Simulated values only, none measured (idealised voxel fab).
process module | voxel wiring stack
cross-section cut | 260 nm wide | cells 5 nm
A cross-section is a grid of square cells, given in bands from the top down. A band is one or more rows of cells.
Each band's line starts with the height of the band's top and of its bottom, in nm. Then come its materials from left to right, each with its width in nm. One material with "throughout" fills the band from edge to edge. "air" is empty space.
Height 0 is the level under which the wafer as received is all one material. The lowest band goes on downwards, as in "0 down".
A width such as "30 to 40" changes by the same amount from each row of cells to the next, from the band's top row to its bottom row.
"no change" after a step means that no cell of the cross-section changed.
closed voids: empty space of 8 cells or more with no open way to the top, each as width x height at its distance from the left edge, in nm
after a step's settings: what the simulator itself notes on the step
overlay nm, on a step with a mask: how far to the right of its planned place the mask lay; to the left if negative
plan
1 op RECEIVE | material Si
2 op CONFORMAL_DEP | material SiO2 | thk nm 15
3 op DIRECTIONAL_DEP | material TiN | thk nm 5
4 op DIRECTIONAL_DEP | material Ru | thk nm 25
5 op PATTERN | tone cover | mask id METAL_1 | material resist | width nm 30 | pitch nm 45 | thk nm 15 | overlay nm 0
6 op DIRECTIONAL_ETCH | etch materials Ru | depth nm 25
7 op DIRECTIONAL_ETCH | etch materials TiN | depth nm 5
8 op STRIP | etch materials resist
9 op CONFORMAL_DEP | material SiCN | thk nm 5
10 op FILL_DEP | material SiO2 | thk nm 5
11 op CMP | height nm 45
12 op CONFORMAL_DEP | material SiCN | thk nm 5
13 op DIRECTIONAL_DEP | material lowk | thk nm 20
14 op MASKED_ETCH | tone open | mask id PLUG_1 | width nm 15 | pitch nm 90 | etch materials lowk | depth nm 20 | overlay nm 0
15 op MASKED_ETCH | tone open | mask id PLUG_1 | width nm 15 | pitch nm 90 | etch materials SiCN | depth nm 5 | overlay nm 0
16 op EPI | material Ru | thk nm 10
17 op EPI | material Ru | thk nm 10
18 op EPI | material Ru | thk nm 5
19 op CONFORMAL_DEP | material SiN | thk nm 5
20 op DIRECTIONAL_DEP | material SiO2 | thk nm 25
21 op DIRECTIONAL_DEP | material aC | thk nm 15
22 op PATTERN | tone open | mask id METAL_2 | material resist | width nm 30 | pitch nm 45 | thk nm 35 | overlay nm 0
23 op DIRECTIONAL_ETCH | etch materials aC | depth nm 15
24 op STRIP | etch materials resist
25 op DIRECTIONAL_ETCH | etch materials SiO2 | depth nm 25
26 op DIRECTIONAL_ETCH | etch materials SiN | depth nm 5
27 op STRIP | etch materials aC
28 op CONFORMAL_DEP | material TiN | thk nm 5
29 op FILL_DEP | material Ru | thk nm 10
30 op CMP | height nm 100
31 op EPI | material Ru | thk nm 5
32 op FILL_DEP | material SiCN | thk nm 5
33 op DIRECTIONAL_DEP | material lowk | thk nm 25
34 op PATTERN | tone open | mask id METAL_3 | material resist | width nm 30 | pitch nm 45 | thk nm 20 | overlay nm 0
35 op DIRECTIONAL_ETCH | etch materials lowk | depth nm 15
36 op STRIP | etch materials resist
37 op DIRECTIONAL_DEP | material aC | thk nm 15
38 op PATTERN | tone open | mask id METAL_3_HOLES | material resist | width nm 15 | pitch nm 45 | thk nm 30 | overlay nm 0
39 op DIRECTIONAL_ETCH | etch materials aC | depth nm 15
40 op STRIP | etch materials resist
41 op DIRECTIONAL_ETCH | etch materials lowk | depth nm 10
42 op DIRECTIONAL_ETCH | etch materials SiCN | depth nm 5
43 op STRIP | etch materials aC
44 op CONFORMAL_DEP | material TiN | thk nm 5
45 op FILL_DEP | material Cu | thk nm 5
46 op CMP | height nm 135
47 op CONFORMAL_DEP | material SiN | thk nm 5
first wafer, as planned
as received, after step 1
  0 down: Si throughout
  closed voids: none
after step 2
  15 to 0: SiO2 throughout
  below 0: unchanged
after step 3
  20 to 15: TiN throughout
  below 15: unchanged
after step 4
  45 to 20: Ru throughout
  below 20: unchanged
after step 5
  60 to 45: air 70 | resist 30 | air 15 | resist 30 | air 15 | resist 30 | air 70
  below 45: unchanged
after step 6
  60 to 45: air 70 | resist 30 | air 15 | resist 30 | air 15 | resist 30 | air 70
  45 to 20: air 70 | Ru 30 | air 15 | Ru 30 | air 15 | Ru 30 | air 70
  below 20: unchanged
after step 7
  60 to 45: air 70 | resist 30 | air 15 | resist 30 | air 15 | resist 30 | air 70
  45 to 20: air 70 | Ru 30 | air 15 | Ru 30 | air 15 | Ru 30 | air 70
  20 to 15: air 70 | TiN 30 | air 15 | TiN 30 | air 15 | TiN 30 | air 70
  below 15: unchanged
after step 8
  45 to 20: air 70 | Ru 30 | air 15 | Ru 30 | air 15 | Ru 30 | air 70
  below 20: unchanged
after step 9
  50 to 45: air 65 | SiCN 40 | air 5 | SiCN 40 | air 5 | SiCN 40 | air 65
  45 to 20: air 65 | SiCN 5 | Ru 30 | SiCN 5 | air 5 | SiCN 5 | Ru 30 | SiCN 5 | air 5 | SiCN 5 | Ru 30 | SiCN 5 | air 65
  20 to 15: SiCN 70 | TiN 30 | SiCN 15 | TiN 30 | SiCN 15 | TiN 30 | SiCN 70
  below 15: unchanged
after step 10
  55 to 50: SiO2 throughout
  50 to 45: SiO2 65 | SiCN 40 | SiO2 5 | SiCN 40 | SiO2 5 | SiCN 40 | SiO2 65
  45 to 20: SiO2 65 | SiCN 5 | Ru 30 | SiCN 5 | SiO2 5 | SiCN 5 | Ru 30 | SiCN 5 | SiO2 5 | SiCN 5 | Ru 30 | SiCN 5 | SiO2 65
  below 20: unchanged
after step 11
  45 to 20: SiO2 65 | SiCN 5 | Ru 30 | SiCN 5 | SiO2 5 | SiCN 5 | Ru 30 | SiCN 5 | SiO2 5 | SiCN 5 | Ru 30 | SiCN 5 | SiO2 65
  below 20: unchanged
after step 12
  50 to 45: SiCN throughout
  below 45: unchanged
after step 13
  70 to 50: lowk throughout
  below 50: unchanged
after step 14
  70 to 50: lowk 70 | air 15 | lowk 75 | air 15 | lowk 85
  below 50: unchanged
after step 15
  70 to 50: lowk 70 | air 15 | lowk 75 | air 15 | lowk 85
  50 to 45: SiCN 70 | air 15 | SiCN 75 | air 15 | SiCN 85
  below 45: unchanged
after step 16
  70 to 55: lowk 70 | air 15 | lowk 75 | air 15 | lowk 85
  55 to 50: lowk 70 | Ru 15 | lowk 75 | Ru 15 | lowk 85
  50 to 45: SiCN 70 | Ru 15 | SiCN 75 | Ru 15 | SiCN 85
  below 45: unchanged
after step 17
  70 to 65: lowk 70 | air 15 | lowk 75 | air 15 | lowk 85
  65 to 50: lowk 70 | Ru 15 | lowk 75 | Ru 15 | lowk 85
  below 50: unchanged
after step 18
  70 to 50: lowk 70 | Ru 15 | lowk 75 | Ru 15 | lowk 85
  below 50: unchanged
after step 19
  75 to 70: SiN throughout
  below 70: unchanged
after step 20
  100 to 75: SiO2 throughout
  below 75: unchanged
after step 21
  115 to 100: aC throughout
  below 100: unchanged
after step 22
  150 to 115: resist 70 | air 30 | resist 15 | air 30 | resist 15 | air 30 | resist 70
  below 115: unchanged
after step 23
  135 to 115: resist 70 | air 30 | resist 15 | air 30 | resist 15 | air 30 | resist 70
  115 to 100: aC 70 | air 30 | aC 15 | air 30 | aC 15 | air 30 | aC 70
  below 100: unchanged
after step 24
  115 to 100: aC 70 | air 30 | aC 15 | air 30 | aC 15 | air 30 | aC 70
  below 100: unchanged
after step 25
  115 to 100: aC 70 | air 30 | aC 15 | air 30 | aC 15 | air 30 | aC 70
  100 to 75: SiO2 70 | air 30 | SiO2 15 | air 30 | SiO2 15 | air 30 | SiO2 70
  below 75: unchanged
after step 26
  115 to 100: aC 70 | air 30 | aC 15 | air 30 | aC 15 | air 30 | aC 70
  100 to 75: SiO2 70 | air 30 | SiO2 15 | air 30 | SiO2 15 | air 30 | SiO2 70
  75 to 70: SiN 70 | air 30 | SiN 15 | air 30 | SiN 15 | air 30 | SiN 70
  below 70: unchanged
after step 27
  100 to 75: SiO2 70 | air 30 | SiO2 15 | air 30 | SiO2 15 | air 30 | SiO2 70
  below 75: unchanged
after step 28
  105 to 100: TiN 75 | air 20 | TiN 25 | air 20 | TiN 25 | air 20 | TiN 75
  100 to 75: SiO2 70 | TiN 5 | air 20 | TiN 5 | SiO2 15 | TiN 5 | air 20 | TiN 5 | SiO2 15 | TiN 5 | air 20 | TiN 5 | SiO2 70
  75 to 70: SiN 70 | TiN 30 | SiN 15 | TiN 30 | SiN 15 | TiN 30 | SiN 70
  below 70: unchanged
after step 29
  115 to 105: Ru throughout
  105 to 100: TiN 75 | Ru 20 | TiN 25 | Ru 20 | TiN 25 | Ru 20 | TiN 75
  100 to 75: SiO2 70 | TiN 5 | Ru 20 | TiN 5 | SiO2 15 | TiN 5 | Ru 20 | TiN 5 | SiO2 15 | TiN 5 | Ru 20 | TiN 5 | SiO2 70
  below 75: unchanged
after step 30
  100 to 75: SiO2 70 | TiN 5 | Ru 20 | TiN 5 | SiO2 15 | TiN 5 | Ru 20 | TiN 5 | SiO2 15 | TiN 5 | Ru 20 | TiN 5 | SiO2 70
  below 75: unchanged
after step 31
  105 to 100: air 65 | Ru 40 | air 5 | Ru 40 | air 5 | Ru 40 | air 65
  below 100: unchanged
after step 32
  110 to 105: SiCN throughout
  105 to 100: SiCN 65 | Ru 40 | SiCN 5 | Ru 40 | SiCN 5 | Ru 40 | SiCN 65
  below 100: unchanged
after step 33
  135 to 110: lowk throughout
  below 110: unchanged
after step 34
  155 to 135: resist 70 | air 30 | resist 15 | air 30 | resist 15 | air 30 | resist 70
  below 135: unchanged
after step 35
  155 to 135: resist 70 | air 30 | resist 15 | air 30 | resist 15 | air 30 | resist 70
  135 to 120: lowk 70 | air 30 | lowk 15 | air 30 | lowk 15 | air 30 | lowk 70
  below 120: unchanged
after step 36
  135 to 120: lowk 70 | air 30 | lowk 15 | air 30 | lowk 15 | air 30 | lowk 70
  below 120: unchanged
after step 37
  150 to 135: aC 70 | air 30 | aC 15 | air 30 | aC 15 | air 30 | aC 70
  135 to 120: lowk 70 | aC 30 | lowk 15 | aC 30 | lowk 15 | aC 30 | lowk 70
  below 120: unchanged
after step 38
  180 to 150: resist 70 | air 15 | resist 30 | air 15 | resist 30 | air 15 | resist 85
  150 to 135: aC 70 | air 15 | resist 15 | aC 15 | air 15 | resist 15 | aC 15 | air 15 | resist 15 | aC 70
  below 135: unchanged
after step 39
  165 to 150: resist 70 | air 15 | resist 30 | air 15 | resist 30 | air 15 | resist 85
  150 to 135: aC 70 | air 15 | resist 15 | aC 15 | air 15 | resist 15 | aC 15 | air 15 | resist 15 | aC 70
  135 to 120: lowk 70 | air 15 | aC 15 | lowk 15 | air 15 | aC 15 | lowk 15 | air 15 | aC 15 | lowk 70
  below 120: unchanged
after step 40
  150 to 135: aC 70 | air 30 | aC 15 | air 30 | aC 15 | air 30 | aC 70
  below 135: unchanged
after step 41
  150 to 135: aC 70 | air 30 | aC 15 | air 30 | aC 15 | air 30 | aC 70
  135 to 120: lowk 70 | air 15 | aC 15 | lowk 15 | air 15 | aC 15 | lowk 15 | air 15 | aC 15 | lowk 70
  120 to 110: lowk 70 | air 15 | lowk 30 | air 15 | lowk 30 | air 15 | lowk 85
  below 110: unchanged
after step 42
  150 to 135: aC 70 | air 30 | aC 15 | air 30 | aC 15 | air 30 | aC 70
  135 to 120: lowk 70 | air 15 | aC 15 | lowk 15 | air 15 | aC 15 | lowk 15 | air 15 | aC 15 | lowk 70
  120 to 110: lowk 70 | air 15 | lowk 30 | air 15 | lowk 30 | air 15 | lowk 85
  110 to 105: SiCN 70 | air 15 | SiCN 30 | air 15 | SiCN 30 | air 15 | SiCN 85
  below 105: unchanged
after step 43
  135 to 120: lowk 70 | air 30 | lowk 15 | air 30 | lowk 15 | air 30 | lowk 70
  below 120: unchanged
after step 44
  140 to 135: TiN 75 | air 20 | TiN 25 | air 20 | TiN 25 | air 20 | TiN 75
  135 to 125: lowk 70 | TiN 5 | air 20 | TiN 5 | lowk 15 | TiN 5 | air 20 | TiN 5 | lowk 15 | TiN 5 | air 20 | TiN 5 | lowk 70
  125 to 120: lowk 70 | TiN 5 | air 5 | TiN 20 | lowk 15 | TiN 5 | air 5 | TiN 20 | lowk 15 | TiN 5 | air 5 | TiN 20 | lowk 70
  120 to 110: lowk 70 | TiN 5 | air 5 | TiN 5 | lowk 30 | TiN 5 | air 5 | TiN 5 | lowk 30 | TiN 5 | air 5 | TiN 5 | lowk 85
  110 to 105: SiCN 70 | TiN 15 | SiCN 30 | TiN 15 | SiCN 30 | TiN 15 | SiCN 85
  below 105: unchanged
after step 45
  145 to 140: Cu throughout
  140 to 135: TiN 75 | Cu 20 | TiN 25 | Cu 20 | TiN 25 | Cu 20 | TiN 75
  135 to 125: lowk 70 | TiN 5 | Cu 20 | TiN 5 | lowk 15 | TiN 5 | Cu 20 | TiN 5 | lowk 15 | TiN 5 | Cu 20 | TiN 5 | lowk 70
  125 to 120: lowk 70 | TiN 5 | Cu 5 | TiN 20 | lowk 15 | TiN 5 | Cu 5 | TiN 20 | lowk 15 | TiN 5 | Cu 5 | TiN 20 | lowk 70
  120 to 110: lowk 70 | TiN 5 | Cu 5 | TiN 5 | lowk 30 | TiN 5 | Cu 5 | TiN 5 | lowk 30 | TiN 5 | Cu 5 | TiN 5 | lowk 85
  below 110: unchanged
after step 46
  135 to 125: lowk 70 | TiN 5 | Cu 20 | TiN 5 | lowk 15 | TiN 5 | Cu 20 | TiN 5 | lowk 15 | TiN 5 | Cu 20 | TiN 5 | lowk 70
  below 125: unchanged
after step 47
  140 to 135: SiN throughout
  below 135: unchanged
second wafer: like start, like plan, one mistake. Through step 4 it matches the first wafer
when step 5 should have ended
  60 to 45: air 65 | resist 30 | air 15 | resist 30 | air 15 | resist 30 | air 75
  below 45: unchanged
when step 6 should have ended
  60 to 45: air 65 | resist 30 | air 15 | resist 30 | air 15 | resist 30 | air 75
  45 to 20: air 65 | Ru 30 | air 15 | Ru 30 | air 15 | Ru 30 | air 75
  below 20: unchanged
when step 7 should have ended
  60 to 45: air 65 | resist 30 | air 15 | resist 30 | air 15 | resist 30 | air 75
  45 to 20: air 65 | Ru 30 | air 15 | Ru 30 | air 15 | Ru 30 | air 75
  20 to 15: air 65 | TiN 30 | air 15 | TiN 30 | air 15 | TiN 30 | air 75
  below 15: unchanged
when step 8 should have ended
  45 to 20: air 65 | Ru 30 | air 15 | Ru 30 | air 15 | Ru 30 | air 75
  below 20: unchanged
when step 9 should have ended
  50 to 45: air 60 | SiCN 40 | air 5 | SiCN 40 | air 5 | SiCN 40 | air 70
  45 to 20: air 60 | SiCN 5 | Ru 30 | SiCN 5 | air 5 | SiCN 5 | Ru 30 | SiCN 5 | air 5 | SiCN 5 | Ru 30 | SiCN 5 | air 70
  20 to 15: SiCN 65 | TiN 30 | SiCN 15 | TiN 30 | SiCN 15 | TiN 30 | SiCN 75
  below 15: unchanged
when step 10 should have ended
  55 to 50: SiO2 throughout
  50 to 45: SiO2 60 | SiCN 40 | SiO2 5 | SiCN 40 | SiO2 5 | SiCN 40 | SiO2 70
  45 to 20: SiO2 60 | SiCN 5 | Ru 30 | SiCN 5 | SiO2 5 | SiCN 5 | Ru 30 | SiCN 5 | SiO2 5 | SiCN 5 | Ru 30 | SiCN 5 | SiO2 70
  below 20: unchanged
when step 11 should have ended
  45 to 20: SiO2 60 | SiCN 5 | Ru 30 | SiCN 5 | SiO2 5 | SiCN 5 | Ru 30 | SiCN 5 | SiO2 5 | SiCN 5 | Ru 30 | SiCN 5 | SiO2 70
  below 20: unchanged
when step 12 should have ended
  50 to 45: SiCN throughout
  below 45: unchanged
when step 13 should have ended
  70 to 50: lowk throughout
  below 50: unchanged
when step 14 should have ended
  70 to 50: lowk 70 | air 15 | lowk 75 | air 15 | lowk 85
  below 50: unchanged
when step 15 should have ended
  70 to 50: lowk 70 | air 15 | lowk 75 | air 15 | lowk 85
  50 to 45: SiCN 70 | air 15 | SiCN 75 | air 15 | SiCN 85
  below 45: unchanged
when step 16 should have ended
  70 to 55: lowk 70 | air 15 | lowk 75 | air 15 | lowk 85
  55 to 50: lowk 70 | Ru 15 | lowk 75 | Ru 15 | lowk 85
  50 to 45: SiCN 70 | Ru 15 | SiCN 75 | Ru 15 | SiCN 85
  below 45: unchanged
when step 17 should have ended
  70 to 65: lowk 70 | air 15 | lowk 75 | air 15 | lowk 85
  65 to 50: lowk 70 | Ru 15 | lowk 75 | Ru 15 | lowk 85
  below 50: unchanged
when step 18 should have ended
  70 to 50: lowk 70 | Ru 15 | lowk 75 | Ru 15 | lowk 85
  below 50: unchanged
when step 19 should have ended
  75 to 70: SiN throughout
  below 70: unchanged
when step 20 should have ended
  100 to 75: SiO2 throughout
  below 75: unchanged
when step 21 should have ended
  115 to 100: aC throughout
  below 100: unchanged
when step 22 should have ended
  150 to 115: resist 70 | air 30 | resist 15 | air 30 | resist 15 | air 30 | resist 70
  below 115: unchanged
when step 23 should have ended
  135 to 115: resist 70 | air 30 | resist 15 | air 30 | resist 15 | air 30 | resist 70
  115 to 100: aC 70 | air 30 | aC 15 | air 30 | aC 15 | air 30 | aC 70
  below 100: unchanged
when step 24 should have ended
  115 to 100: aC 70 | air 30 | aC 15 | air 30 | aC 15 | air 30 | aC 70
  below 100: unchanged
when step 25 should have ended
  115 to 100: aC 70 | air 30 | aC 15 | air 30 | aC 15 | air 30 | aC 70
  100 to 75: SiO2 70 | air 30 | SiO2 15 | air 30 | SiO2 15 | air 30 | SiO2 70
  below 75: unchanged
when step 26 should have ended
  115 to 100: aC 70 | air 30 | aC 15 | air 30 | aC 15 | air 30 | aC 70
  100 to 75: SiO2 70 | air 30 | SiO2 15 | air 30 | SiO2 15 | air 30 | SiO2 70
  75 to 70: SiN 70 | air 30 | SiN 15 | air 30 | SiN 15 | air 30 | SiN 70
  below 70: unchanged
when step 27 should have ended
  100 to 75: SiO2 70 | air 30 | SiO2 15 | air 30 | SiO2 15 | air 30 | SiO2 70
  below 75: unchanged
when step 28 should have ended
  105 to 100: TiN 75 | air 20 | TiN 25 | air 20 | TiN 25 | air 20 | TiN 75
  100 to 75: SiO2 70 | TiN 5 | air 20 | TiN 5 | SiO2 15 | TiN 5 | air 20 | TiN 5 | SiO2 15 | TiN 5 | air 20 | TiN 5 | SiO2 70
  75 to 70: SiN 70 | TiN 30 | SiN 15 | TiN 30 | SiN 15 | TiN 30 | SiN 70
  below 70: unchanged
when step 29 should have ended
  115 to 105: Ru throughout
  105 to 100: TiN 75 | Ru 20 | TiN 25 | Ru 20 | TiN 25 | Ru 20 | TiN 75
  100 to 75: SiO2 70 | TiN 5 | Ru 20 | TiN 5 | SiO2 15 | TiN 5 | Ru 20 | TiN 5 | SiO2 15 | TiN 5 | Ru 20 | TiN 5 | SiO2 70
  below 75: unchanged
when step 30 should have ended
  100 to 75: SiO2 70 | TiN 5 | Ru 20 | TiN 5 | SiO2 15 | TiN 5 | Ru 20 | TiN 5 | SiO2 15 | TiN 5 | Ru 20 | TiN 5 | SiO2 70
  below 75: unchanged
when step 31 should have ended
  105 to 100: air 65 | Ru 40 | air 5 | Ru 40 | air 5 | Ru 40 | air 65
  below 100: unchanged
when step 32 should have ended
  110 to 105: SiCN throughout
  105 to 100: SiCN 65 | Ru 40 | SiCN 5 | Ru 40 | SiCN 5 | Ru 40 | SiCN 65
  below 100: unchanged
when step 33 should have ended
  135 to 110: lowk throughout
  below 110: unchanged
when step 34 should have ended
  155 to 135: resist 70 | air 30 | resist 15 | air 30 | resist 15 | air 30 | resist 70
  below 135: unchanged
when step 35 should have ended
  155 to 135: resist 70 | air 30 | resist 15 | air 30 | resist 15 | air 30 | resist 70
  135 to 120: lowk 70 | air 30 | lowk 15 | air 30 | lowk 15 | air 30 | lowk 70
  below 120: unchanged
when step 36 should have ended
  135 to 120: lowk 70 | air 30 | lowk 15 | air 30 | lowk 15 | air 30 | lowk 70
  below 120: unchanged
when step 37 should have ended
  150 to 135: aC 70 | air 30 | aC 15 | air 30 | aC 15 | air 30 | aC 70
  135 to 120: lowk 70 | aC 30 | lowk 15 | aC 30 | lowk 15 | aC 30 | lowk 70
  below 120: unchanged
when step 38 should have ended
  180 to 150: resist 70 | air 15 | resist 30 | air 15 | resist 30 | air 15 | resist 85
  150 to 135: aC 70 | air 15 | resist 15 | aC 15 | air 15 | resist 15 | aC 15 | air 15 | resist 15 | aC 70
  below 135: unchanged
when step 39 should have ended
  165 to 150: resist 70 | air 15 | resist 30 | air 15 | resist 30 | air 15 | resist 85
  150 to 135: aC 70 | air 15 | resist 15 | aC 15 | air 15 | resist 15 | aC 15 | air 15 | resist 15 | aC 70
  135 to 120: lowk 70 | air 15 | aC 15 | lowk 15 | air 15 | aC 15 | lowk 15 | air 15 | aC 15 | lowk 70
  below 120: unchanged
when step 40 should have ended
  150 to 135: aC 70 | air 30 | aC 15 | air 30 | aC 15 | air 30 | aC 70
  below 135: unchanged
when step 41 should have ended
  150 to 135: aC 70 | air 30 | aC 15 | air 30 | aC 15 | air 30 | aC 70
  135 to 120: lowk 70 | air 15 | aC 15 | lowk 15 | air 15 | aC 15 | lowk 15 | air 15 | aC 15 | lowk 70
  120 to 110: lowk 70 | air 15 | lowk 30 | air 15 | lowk 30 | air 15 | lowk 85
  below 110: unchanged
when step 42 should have ended
  150 to 135: aC 70 | air 30 | aC 15 | air 30 | aC 15 | air 30 | aC 70
  135 to 120: lowk 70 | air 15 | aC 15 | lowk 15 | air 15 | aC 15 | lowk 15 | air 15 | aC 15 | lowk 70
  120 to 110: lowk 70 | air 15 | lowk 30 | air 15 | lowk 30 | air 15 | lowk 85
  110 to 105: SiCN 70 | air 15 | SiCN 30 | air 15 | SiCN 30 | air 15 | SiCN 85
  below 105: unchanged
when step 43 should have ended
  135 to 120: lowk 70 | air 30 | lowk 15 | air 30 | lowk 15 | air 30 | lowk 70
  below 120: unchanged
when step 44 should have ended
  140 to 135: TiN 75 | air 20 | TiN 25 | air 20 | TiN 25 | air 20 | TiN 75
  135 to 125: lowk 70 | TiN 5 | air 20 | TiN 5 | lowk 15 | TiN 5 | air 20 | TiN 5 | lowk 15 | TiN 5 | air 20 | TiN 5 | lowk 70
  125 to 120: lowk 70 | TiN 5 | air 5 | TiN 20 | lowk 15 | TiN 5 | air 5 | TiN 20 | lowk 15 | TiN 5 | air 5 | TiN 20 | lowk 70
  120 to 110: lowk 70 | TiN 5 | air 5 | TiN 5 | lowk 30 | TiN 5 | air 5 | TiN 5 | lowk 30 | TiN 5 | air 5 | TiN 5 | lowk 85
  110 to 105: SiCN 70 | TiN 15 | SiCN 30 | TiN 15 | SiCN 30 | TiN 15 | SiCN 85
  below 105: unchanged
when step 45 should have ended
  145 to 140: Cu throughout
  140 to 135: TiN 75 | Cu 20 | TiN 25 | Cu 20 | TiN 25 | Cu 20 | TiN 75
  135 to 125: lowk 70 | TiN 5 | Cu 20 | TiN 5 | lowk 15 | TiN 5 | Cu 20 | TiN 5 | lowk 15 | TiN 5 | Cu 20 | TiN 5 | lowk 70
  125 to 120: lowk 70 | TiN 5 | Cu 5 | TiN 20 | lowk 15 | TiN 5 | Cu 5 | TiN 20 | lowk 15 | TiN 5 | Cu 5 | TiN 20 | lowk 70
  120 to 110: lowk 70 | TiN 5 | Cu 5 | TiN 5 | lowk 30 | TiN 5 | Cu 5 | TiN 5 | lowk 30 | TiN 5 | Cu 5 | TiN 5 | lowk 85
  below 110: unchanged
when step 46 should have ended
  135 to 125: lowk 70 | TiN 5 | Cu 20 | TiN 5 | lowk 15 | TiN 5 | Cu 20 | TiN 5 | lowk 15 | TiN 5 | Cu 20 | TiN 5 | lowk 70
  below 125: unchanged
when step 47 should have ended
  140 to 135: SiN throughout
  below 135: unchanged
what went wrong: step 5 ran as: op PATTERN | tone cover | mask id METAL_1 | material resist | width nm 30 | pitch nm 45 | thk nm 15 | overlay nm -5
at the end the second wafer has, in cells: as many of each material as the first, in other places
